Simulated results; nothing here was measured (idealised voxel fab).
Title: Process Module voxel local oxidation
Shown is cross-section cut, with a width of 185 nm and square cells of size 5 nm.
Notation: cross-section as square-cell grid; stated in bands, top first, going down; one or more cell rows per band. For a band, the entry starts with two heights in nm, that of the top and then that of the bottom, and carries on with the band's materials in order from left to right, each alongside its width in nm; the word "throughout" beside a single material means it fills the band edge to edge, and "empty" means empty space. We count height from 0. Below that, the starting wafer is all one material. The lowest band never ends at the bottom but goes on down; see "0 and below" for how that is written. When a width is written as two numbers, as in "30->40", the first number is the width in the top row of cells of the band and the second is the width in its bottom row, and the width changes by the same amount from each row to the next. "remains unaltered", as given for a step, is the statement that not any cell of the cross-section underwent a change during that step. Any empty space of 8 cells or more lacking an open way to the top shows up in "Enclosed void inventory" as width x height at distance, distance from the left edge, in nm. Whatever follows a step's settings on its line is a remark the simulator itself makes about that step. The "overlay nm" setting may appear on a step's line; for a step that uses a mask, it gives how far to the right of its planned position the mask lay, and a negative value indicates the left.

# Steps in the process plan
1 RECEIVE: material Si
2 OXIDIZE: depth nm 5
3 CONFORMAL_DEP: material SiN, thk nm 15
4 DIRECTIONAL_DEP: material aC, thk nm 15
5 PATTERN: tone cover, mask id ACTIVE, material resist, width nm 90, thk nm 35, overlay nm 0
6 DIRECTIONAL_ETCH: etch materials aC, depth nm 15
7 STRIP: etch materials resist
8 DIRECTIONAL_ETCH: etch materials SiN, depth nm 15
9 STRIP: etch materials aC
10 SELECTIVE_ETCH: etch materials SiO2, depth nm 5
11 OXIDIZE: depth nm 15
12 STRIP: etch materials SiN

# Cross-section of the wafer upon arrival, representing the state reached after step 1
    0 and below: Si throughout
    Enclosed void inventory: none

# Wafer at module end, in section. Began as above, planned as above, run with one mistake
    0 down to -5: 60 nm empty, 80 nm SiO2, 45 nm empty
    -5 down to -20: 75 nm SiO2, 50 nm Si, 60 nm SiO2
    -20 and below: Si throughout
    Enclosed void inventory: none
Processing error: step 5 deviated from plan and actually ran as PATTERN: tone cover, mask id ACTIVE, material resist, width nm 90, thk nm 35, overlay nm 10
